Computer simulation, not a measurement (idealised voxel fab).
process module | voxel wiring stack
cross-section cut | 245 nm wide | cells 5 nm
A cross-section is a grid of square cells, given in bands from the top down. A band is one or more rows of cells.
Each band's line starts with the height of the band's top and of its bottom, in nm. Then come its materials from left to right, each with its width in nm. One material with "throughout" fills the band from edge to edge. "air" is empty space.
Height 0 is the level under which the wafer as received is all one material. The lowest band goes on downwards, as in "0 down".
A width such as "30 to 40" changes by the same amount from each row of cells to the next, from the band's top row to its bottom row.
"no change" after a step means that no cell of the cross-section changed.
closed voids: empty space of 8 cells or more with no open way to the top, each as width x height at its distance from the left edge, in nm
after a step's settings: what the simulator itself notes on the step
overlay nm, on a step with a mask: how far to the right of its planned place the mask lay; to the left if negative
plan
1 op RECEIVE | material Si
2 op CONFORMAL_DEP | material SiO2 | thk nm 15
3 op DIRECTIONAL_DEP | material TiN | thk nm 5
4 op DIRECTIONAL_DEP | material Ru | thk nm 15
5 op DIRECTIONAL_DEP | material aC | thk nm 15
6 op PATTERN | tone cover | mask id METAL_1 | material resist | width nm 30 | pitch nm 50 | thk nm 30 | overlay nm 0
7 op DIRECTIONAL_ETCH | etch materials aC | depth nm 15
8 op STRIP | etch materials resist
9 op DIRECTIONAL_ETCH | etch materials Ru | depth nm 15
10 op DIRECTIONAL_ETCH | etch materials TiN | depth nm 5
11 op STRIP | etch materials aC
12 op FILL_DEP | material SiO2 | thk nm 5
13 op CMP | height nm 35
14 op CONFORMAL_DEP | material SiCN | thk nm 5
15 op DIRECTIONAL_DEP | material lowk | thk nm 30
16 op PATTERN | tone open | mask id METAL_2 | material resist | width nm 30 | pitch nm 50 | thk nm 15 | overlay nm 0
17 op DIRECTIONAL_ETCH | etch materials lowk | depth nm 15
18 op STRIP | etch materials resist
19 op PATTERN | tone open | mask id METAL_2_HOLES | material resist | width nm 15 | pitch nm 50 | thk nm 15 | overlay nm 0
20 op DIRECTIONAL_ETCH | etch materials lowk | depth nm 15
21 op DIRECTIONAL_ETCH | etch materials SiCN | depth nm 5
22 op STRIP | etch materials resist
23 op CONFORMAL_DEP | material TiN | thk nm 5
24 op FILL_DEP | material Cu | thk nm 10
25 op CMP | height nm 70
26 op CONFORMAL_DEP | material SiCN | thk nm 5
27 op DIRECTIONAL_DEP | material lowk | thk nm 30
28 op PATTERN | tone open | mask id METAL_3 | material resist | width nm 30 | pitch nm 50 | thk nm 20 | overlay nm 0
29 op DIRECTIONAL_ETCH | etch materials lowk | depth nm 15
30 op STRIP | etch materials resist
31 op PATTERN | tone open | mask id METAL_3_HOLES | material resist | width nm 15 | thk nm 15 | overlay nm 0
32 op DIRECTIONAL_ETCH | etch materials lowk | depth nm 15
33 op DIRECTIONAL_ETCH | etch materials SiCN | depth nm 5
34 op STRIP | etch materials resist
35 op CONFORMAL_DEP | material TiN | thk nm 5
36 op FILL_DEP | material Cu | thk nm 10
37 op CMP | height nm 105
38 op CONFORMAL_DEP | material SiN | thk nm 5
as received, after step 1
  0 down: Si throughout
  closed voids: none
first wafer at the end, as planned
  110 to 105: SiN throughout
  105 to 95: lowk 80 | TiN 5 | Cu 20 | TiN 5 | lowk 20 | TiN 5 | Cu 20 | TiN 5 | lowk 85
  95 to 90: lowk 80 | TiN 5 | Cu 5 | TiN 20 | lowk 20 | TiN 30 | lowk 85
  90 to 75: lowk 80 | TiN 5 | Cu 5 | TiN 5 | lowk 150
  75 to 70: SiCN 80 | TiN 15 | SiCN 150
  70 to 60: lowk 80 | TiN 5 | Cu 20 | TiN 5 | lowk 20 | TiN 5 | Cu 20 | TiN 5 | lowk 85
  60 to 55: lowk 80 | TiN 5 | Cu 5 | TiN 20 | lowk 20 | TiN 5 | Cu 5 | TiN 20 | lowk 85
  55 to 40: lowk 80 | TiN 5 | Cu 5 | TiN 5 | lowk 35 | TiN 5 | Cu 5 | TiN 5 | lowk 100
  40 to 35: SiCN 80 | TiN 15 | SiCN 35 | TiN 15 | SiCN 100
  35 to 20: SiO2 80 | Ru 30 | SiO2 20 | Ru 30 | SiO2 85
  20 to 15: SiO2 80 | TiN 30 | SiO2 20 | TiN 30 | SiO2 85
  15 to 0: SiO2 throughout
  0 down: Si throughout
  closed voids: none
second wafer at the end: like start, like plan, one mistake
  110 to 105: SiN throughout
  105 to 95: lowk 80 | TiN 5 | Cu 20 | TiN 5 | lowk 20 | TiN 5 | Cu 20 | TiN 5 | lowk 85
  95 to 90: lowk 80 | TiN 5 | Cu 5 | TiN 20 | lowk 20 | TiN 30 | lowk 85
  90 to 75: lowk 80 | TiN 5 | Cu 5 | TiN 5 | lowk 150
  75 to 70: SiCN 80 | TiN 15 | SiCN 150
  70 to 60: lowk 80 | TiN 5 | Cu 20 | TiN 5 | lowk 20 | TiN 5 | Cu 20 | TiN 5 | lowk 85
  60 to 55: lowk 80 | TiN 5 | Cu 5 | TiN 20 | lowk 20 | TiN 5 | Cu 5 | TiN 20 | lowk 85
  55 to 40: lowk 80 | TiN 5 | Cu 5 | TiN 5 | lowk 35 | TiN 5 | Cu 5 | TiN 5 | lowk 100
  40 to 35: SiCN 80 | TiN 15 | SiCN 35 | TiN 15 | SiCN 100
  35 to 20: TiN 80 | Ru 30 | TiN 20 | Ru 30 | TiN 85
  20 to 15: TiN throughout
  15 to 0: SiO2 throughout
  0 down: Si throughout
  closed voids: none
what went wrong: step 12 ran as: op FILL_DEP | material TiN | thk nm 5
at the end the second wafer has, in cells: 148 fewer of SiO2 | 148 more of TiN
